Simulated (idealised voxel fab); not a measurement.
process module | voxel ribs on slabs
cross-section cut | 285 nm wide | cells 5 nm
A cross-section is a grid of square cells, given in bands from the top down. A band is one or more rows of cells.
Each band's line starts with the height of the band's top and of its bottom, in nm. Then come its materials from left to right, each with its width in nm. One material with "throughout" fills the band from edge to edge. "air" is empty space.
Height 0 is the level under which the wafer as received is all one material. The lowest band goes on downwards, as in "0 down".
A width such as "30 to 40" changes by the same amount from each row of cells to the next, from the band's top row to its bottom row.
"no change" after a step means that no cell of the cross-section changed.
closed voids: empty space of 8 cells or more with no open way to the top, each as width x height at its distance from the left edge, in nm
after a step's settings: what the simulator itself notes on the step
overlay nm, on a step with a mask: how far to the right of its planned place the mask lay; to the left if negative
plan
1 op RECEIVE | material Si
2 op DIRECTIONAL_DEP | material SiO2 | thk nm 30
3 op DIRECTIONAL_DEP | material SiN | thk nm 25
4 op DIRECTIONAL_DEP | material aC | thk nm 10
5 op PATTERN | tone cover | mask id RIB | material resist | width nm 30 | thk nm 25 | overlay nm 0
6 op DIRECTIONAL_ETCH | etch materials aC | depth nm 10
7 op STRIP | etch materials resist
8 op DIRECTIONAL_ETCH | etch materials SiN | depth nm 5
9 op STRIP | etch materials aC
10 op MASKED_ETCH | tone cover | mask id SLAB | width nm 60 | etch materials SiN | depth nm 20 | overlay nm 0
11 op FILL_DEP | material SiO2 | thk nm 25
12 op CMP | height nm 70
13 op DIRECTIONAL_DEP | material TiN | thk nm 10
14 op PATTERN | tone cover | mask id HEATER | material resist | width nm 40 | thk nm 20 | overlay nm 0
15 op DIRECTIONAL_ETCH | etch materials TiN | depth nm 10
16 op STRIP | etch materials resist
17 op CONFORMAL_DEP | material SiN | thk nm 5
as received, after step 1
  0 down: Si throughout
  closed voids: none
a wafer at the end: this start, this plan, one mistake
  80 to 75: air 115 | SiN 50 | air 120
  75 to 70: air 115 | SiN 5 | TiN 40 | SiN 5 | air 120
  70 to 65: SiN 120 | TiN 40 | SiN 125
  65 to 55: SiO2 throughout
  55 to 50: SiO2 125 | SiN 30 | SiO2 130
  50 to 30: SiO2 110 | SiN 60 | SiO2 115
  30 to 0: SiO2 throughout
  0 down: Si throughout
  closed voids: none
what went wrong: step 12 ran as: op CMP | height nm 65
